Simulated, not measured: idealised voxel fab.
process module | voxel plated lines
cross-section cut | 180 nm wide | cells 5 nm
A cross-section is a grid of square cells, given in bands from the top down. A band is one or more rows of cells.
Each band's line starts with the height of the band's top and of its bottom, in nm. Then come its materials from left to right, each with its width in nm. One material with "throughout" fills the band from edge to edge. "air" is empty space.
Height 0 is the level under which the wafer as received is all one material. The lowest band goes on downwards, as in "0 down".
A width such as "30 to 40" changes by the same amount from each row of cells to the next, from the band's top row to its bottom row.
"no change" after a step means that no cell of the cross-section changed.
closed voids: empty space of 8 cells or more with no open way to the top, each as width x height at its distance from the left edge, in nm
after a step's settings: what the simulator itself notes on the step
overlay nm, on a step with a mask: how far to the right of its planned place the mask lay; to the left if negative
plan
1 op RECEIVE | material Si
2 op CONFORMAL_DEP | material Al2O3 | thk nm 5
3 op DIRECTIONAL_DEP | material TiN | thk nm 5
4 op PATTERN | tone open | mask id LINES | material resist | width nm 15 | pitch nm 35 | thk nm 40 | overlay nm 0
5 op EPI | material Ru | thk nm 10
6 op EPI | material Ru | thk nm 5
7 op EPI | material Ru | thk nm 5
8 op STRIP | etch materials resist
9 op DIRECTIONAL_ETCH | etch materials TiN | depth nm 5
10 op CONFORMAL_DEP | material SiCN | thk nm 10
first wafer, as planned
as received, after step 1
  0 down: Si throughout
  closed voids: none
after step 2
  5 to 0: Al2O3 throughout
  below 0: unchanged
after step 3
  10 to 5: TiN throughout
  below 5: unchanged
after step 4
  50 to 10: resist 65 | air 15 | resist 20 | air 15 | resist 65
  below 10: unchanged
after step 5
  50 to 20: resist 65 | air 15 | resist 20 | air 15 | resist 65
  20 to 10: resist 65 | Ru 15 | resist 20 | Ru 15 | resist 65
  below 10: unchanged
after step 6
  50 to 25: resist 65 | air 15 | resist 20 | air 15 | resist 65
  25 to 10: resist 65 | Ru 15 | resist 20 | Ru 15 | resist 65
  below 10: unchanged
after step 7
  50 to 30: resist 65 | air 15 | resist 20 | air 15 | resist 65
  30 to 10: resist 65 | Ru 15 | resist 20 | Ru 15 | resist 65
  below 10: unchanged
after step 8
  30 to 10: air 65 | Ru 15 | air 20 | Ru 15 | air 65
  below 10: unchanged
after step 9
  30 to 10: air 65 | Ru 15 | air 20 | Ru 15 | air 65
  10 to 5: air 65 | TiN 15 | air 20 | TiN 15 | air 65
  below 5: unchanged
after step 10
  40 to 30: air 55 | SiCN 70 | air 55
  30 to 15: air 55 | SiCN 10 | Ru 15 | SiCN 20 | Ru 15 | SiCN 10 | air 55
  15 to 10: SiCN 65 | Ru 15 | SiCN 20 | Ru 15 | SiCN 65
  10 to 5: SiCN 65 | TiN 15 | SiCN 20 | TiN 15 | SiCN 65
  below 5: unchanged
second wafer: like start, like plan, one mistake. Through step 3 it matches the first wafer
when step 4 should have ended
  50 to 10: air 65 | resist 15 | air 20 | resist 15 | air 65
  below 10: unchanged
when step 5 should have ended
  50 to 20: air 65 | resist 15 | air 20 | resist 15 | air 65
  20 to 10: Ru 65 | resist 15 | Ru 20 | resist 15 | Ru 65
  below 10: unchanged
when step 6 should have ended
  50 to 25: air 65 | resist 15 | air 20 | resist 15 | air 65
  25 to 10: Ru 65 | resist 15 | Ru 20 | resist 15 | Ru 65
  below 10: unchanged
when step 7 should have ended
  50 to 30: air 65 | resist 15 | air 20 | resist 15 | air 65
  30 to 10: Ru 65 | resist 15 | Ru 20 | resist 15 | Ru 65
  below 10: unchanged
when step 8 should have ended
  30 to 10: Ru 65 | air 15 | Ru 20 | air 15 | Ru 65
  below 10: unchanged
when step 9 should have ended
  30 to 10: Ru 65 | air 15 | Ru 20 | air 15 | Ru 65
  10 to 5: TiN 65 | air 15 | TiN 20 | air 15 | TiN 65
  below 5: unchanged
when step 10 should have ended
  40 to 30: SiCN throughout
  30 to 10: Ru 65 | SiCN 15 | Ru 20 | SiCN 15 | Ru 65
  10 to 5: TiN 65 | SiCN 15 | TiN 20 | SiCN 15 | TiN 65
  below 5: unchanged
what went wrong: step 4 ran as: op PATTERN | tone cover | mask id LINES | material resist | width nm 15 | pitch nm 35 | thk nm 40 | overlay nm 0
at the end the second wafer has, in cells: 96 more of Ru | 10 fewer of SiCN | 24 more of TiN
